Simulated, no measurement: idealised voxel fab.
voxel self aligned vias: a process module
Square cell edge 5 nm, section width 215 nm, ID cut.
A cross-section is written here as square cells arranged in a grid, and it is given in bands from the top down, each band taking up one or more rows of cells.
Top height, bottom height, nm. Materials left to right, width each, nm. Single material + "edge to edge" = fills band edge to edge. "empty" = empty.
Heads up on the height convention: 0 is the point under which the incoming wafer is all one material, and the lowest band has no bottom, it just keeps going down, like "0..down".
Quick explanation for "30->40": the width changes in equal steps down the rows of cells, from the first number in the band's top row to the second number in its bottom row.
Step marked "stayed the same"? Then no cell in the cross-section changed in it.
"Cavities, sealed" - sealed voids, min. 8 cells, no opening to top; format: width x height at distance (distance from left edge; nm throughout).
Post-settings text on a step line: simulator's own remark regarding the step.
For masked steps, "overlay nm" on the step line gives how far right of plan the mask actually lay; a minus sign means it lay to the left.

## List of planned process steps
1) RECEIVE [material Si]
2) CONFORMAL_DEP [material SiO2] [thk nm 10]
3) CONFORMAL_DEP [material SiCN] [thk nm 5]
4) DIRECTIONAL_DEP [material lowk] [thk nm 20]
5) DIRECTIONAL_DEP [material aC] [thk nm 15]
6) PATTERN [tone open] [mask id LINES] [material resist] [width nm 30] [pitch nm 75] [thk nm 35] [overlay nm 0]
7) DIRECTIONAL_ETCH [etch materials aC] [depth nm 15]
8) STRIP [etch materials resist]
9) DIRECTIONAL_ETCH [etch materials lowk] [depth nm 20]
10) STRIP [etch materials aC]
11) CONFORMAL_DEP [material TiN] [thk nm 5]
12) FILL_DEP [material Ru] [thk nm 10]
13) CMP [height nm 35]
14) SELECTIVE_ETCH [etch materials W Ru TiN] [depth nm 5]
15) FILL_DEP [material SiN] [thk nm 5]
16) CMP [height nm 35]
17) DIRECTIONAL_DEP [material lowk] [thk nm 15]
18) DIRECTIONAL_DEP [material aC] [thk nm 15]
19) PATTERN [tone open] [mask id VIAS] [material resist] [width nm 50] [pitch nm 75] [thk nm 30] [overlay nm 0]
20) DIRECTIONAL_ETCH [etch materials aC] [depth nm 15]
21) STRIP [etch materials resist]
22) DIRECTIONAL_ETCH [etch materials lowk] [depth nm 15]
23) DIRECTIONAL_ETCH [etch materials SiN] [depth nm 5]
24) STRIP [etch materials aC]
25) CONFORMAL_DEP [material TiN] [thk nm 5]
26) FILL_DEP [material Ru] [thk nm 5]
27) CMP [height nm 50]
28) CONFORMAL_DEP [material SiCN] [thk nm 5]

## Wafer as received: cross-section following step 1
> 0..down  Si edge to edge
> Cavities, sealed: none

## End state of the module in cross-section, given the above starting point and plan and one mistake in execution
> 55..50  SiCN edge to edge
> 50..35  lowk 45 nm, then TiN 5 nm, then Ru 40 nm, then TiN 5 nm, then lowk 25 nm, then TiN 5 nm, then Ru 40 nm, then TiN 5 nm, then lowk 45 nm
> 35..30  SiN 45 nm, then TiN 50 nm, then SiN 25 nm, then TiN 50 nm, then SiN 45 nm
> 30..15  lowk 55 nm, then TiN 5 nm, then Ru 20 nm, then TiN 5 nm, then lowk 45 nm, then TiN 5 nm, then Ru 20 nm, then TiN 5 nm, then lowk 55 nm
> 15..10  lowk 55 nm, then TiN 30 nm, then lowk 45 nm, then TiN 30 nm, then lowk 55 nm
> 10..0  SiO2 edge to edge
> 0..down  Si edge to edge
> Cavities, sealed: none
What was the processing mistake? step 3 of the plan: omitted, not performed
